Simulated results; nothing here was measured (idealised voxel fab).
process module | voxel capacitor over wiring
cross-section cut | 275 nm wide | cells 5 nm
A cross-section is a grid of square cells, given in bands from the top down. A band is one or more rows of cells.
Each band's line starts with the height of the band's top and of its bottom, in nm. Then come its materials from left to right, each with its width in nm. One material with "throughout" fills the band from edge to edge. "air" is empty space.
Height 0 is the level under which the wafer as received is all one material. The lowest band goes on downwards, as in "0 down".
A width such as "30 to 40" changes by the same amount from each row of cells to the next, from the band's top row to its bottom row.
"no change" after a step means that no cell of the cross-section changed.
closed voids: empty space of 8 cells or more with no open way to the top, each as width x height at its distance from the left edge, in nm
after a step's settings: what the simulator itself notes on the step
overlay nm, on a step with a mask: how far to the right of its planned place the mask lay; to the left if negative
plan
1 op RECEIVE | material Si
2 op CONFORMAL_DEP | material SiO2 | thk nm 15
3 op DIRECTIONAL_DEP | material TiN | thk nm 5
4 op DIRECTIONAL_DEP | material W | thk nm 20
5 op MASKED_ETCH | tone cover | mask id METAL_1 | width nm 30 | pitch nm 90 | etch materials W | depth nm 20 | overlay nm 0
6 op MASKED_ETCH | tone cover | mask id METAL_1 | width nm 30 | pitch nm 90 | etch materials TiN | depth nm 5 | overlay nm 0
7 op CONFORMAL_DEP | material SiN | thk nm 5
8 op FILL_DEP | material lowk | thk nm 10
9 op CMP | height nm 40
10 op CONFORMAL_DEP | material SiCN | thk nm 5
11 op DIRECTIONAL_DEP | material lowk | thk nm 15
12 op MASKED_ETCH | tone open | mask id PLUG_1 | width nm 15 | etch materials lowk | depth nm 15 | overlay nm 0
13 op MASKED_ETCH | tone open | mask id PLUG_1 | width nm 15 | etch materials SiCN | depth nm 5 | overlay nm 0
14 op EPI | material Ru | thk nm 10
15 op EPI | material Ru | thk nm 10
16 op DIRECTIONAL_DEP | material TiN | thk nm 10
17 op DIRECTIONAL_DEP | material HfO2 | thk nm 5
18 op DIRECTIONAL_DEP | material TiN | thk nm 10
19 op MASKED_ETCH | tone cover | mask id UPPER_PLATE | width nm 65 | etch materials TiN | depth nm 10 | overlay nm 0
20 op MASKED_ETCH | tone cover | mask id UPPER_PLATE | width nm 65 | etch materials HfO2 | depth nm 5 | overlay nm 0
21 op PATTERN | tone cover | mask id LOWER_PLATE | material resist | width nm 75 | thk nm 20 | overlay nm 0
22 op DIRECTIONAL_ETCH | etch materials TiN | depth nm 10
23 op STRIP | etch materials resist
24 op FILL_DEP | material SiO2 | thk nm 15
25 op CMP | height nm 95
26 op DIRECTIONAL_DEP | material aC | thk nm 10
27 op PATTERN | tone open | mask id PLUG_2 | material resist | width nm 15 | thk nm 30 | overlay nm 0
28 op DIRECTIONAL_ETCH | etch materials aC | depth nm 10
29 op STRIP | etch materials resist
30 op DIRECTIONAL_ETCH | etch materials SiO2 | depth nm 10
31 op STRIP | etch materials aC
32 op CONFORMAL_DEP | material TiN | thk nm 5
33 op FILL_DEP | material Ru | thk nm 5
34 op CMP | height nm 95
35 op CONFORMAL_DEP | material SiN | thk nm 5
as received, after step 1
  0 down: Si throughout
  closed voids: none
first wafer at the end, as planned
  100 to 95: SiN throughout
  95 to 90: SiO2 100 | TiN 5 | Ru 5 | TiN 5 | SiO2 160
  90 to 85: SiO2 100 | TiN 15 | SiO2 160
  85 to 75: SiO2 90 | TiN 65 | SiO2 120
  75 to 70: SiO2 90 | HfO2 65 | SiO2 120
  70 to 60: SiO2 85 | TiN 75 | SiO2 115
  60 to 45: lowk 90 | Ru 15 | lowk 170
  45 to 40: SiCN 90 | Ru 15 | SiCN 170
  40 to 20: lowk 70 | SiN 5 | W 30 | SiN 5 | lowk 50 | SiN 5 | W 30 | SiN 5 | lowk 75
  20 to 15: SiN 75 | TiN 30 | SiN 60 | TiN 30 | SiN 80
  15 to 0: SiO2 throughout
  0 down: Si throughout
  closed voids: none
second wafer at the end: like start, like plan, one mistake
  100 to 95: SiN throughout
  95 to 90: Ru 95 | TiN 5 | SiO2 15 | TiN 5 | Ru 155
  90 to 85: TiN 100 | SiO2 15 | TiN 160
  85 to 75: SiO2 90 | TiN 65 | SiO2 120
  75 to 70: SiO2 90 | HfO2 65 | SiO2 120
  70 to 60: SiO2 85 | TiN 75 | SiO2 115
  60 to 45: lowk 90 | Ru 15 | lowk 170
  45 to 40: SiCN 90 | Ru 15 | SiCN 170
  40 to 20: lowk 70 | SiN 5 | W 30 | SiN 5 | lowk 50 | SiN 5 | W 30 | SiN 5 | lowk 75
  20 to 15: SiN 75 | TiN 30 | SiN 60 | TiN 30 | SiN 80
  15 to 0: SiO2 throughout
  0 down: Si throughout
  closed voids: none
what went wrong: step 27 ran as: op PATTERN | tone cover | mask id PLUG_2 | material resist | width nm 15 | thk nm 30 | overlay nm 0
at the end the second wafer has, in cells: 49 more of Ru | 98 fewer of SiO2 | 49 more of TiN
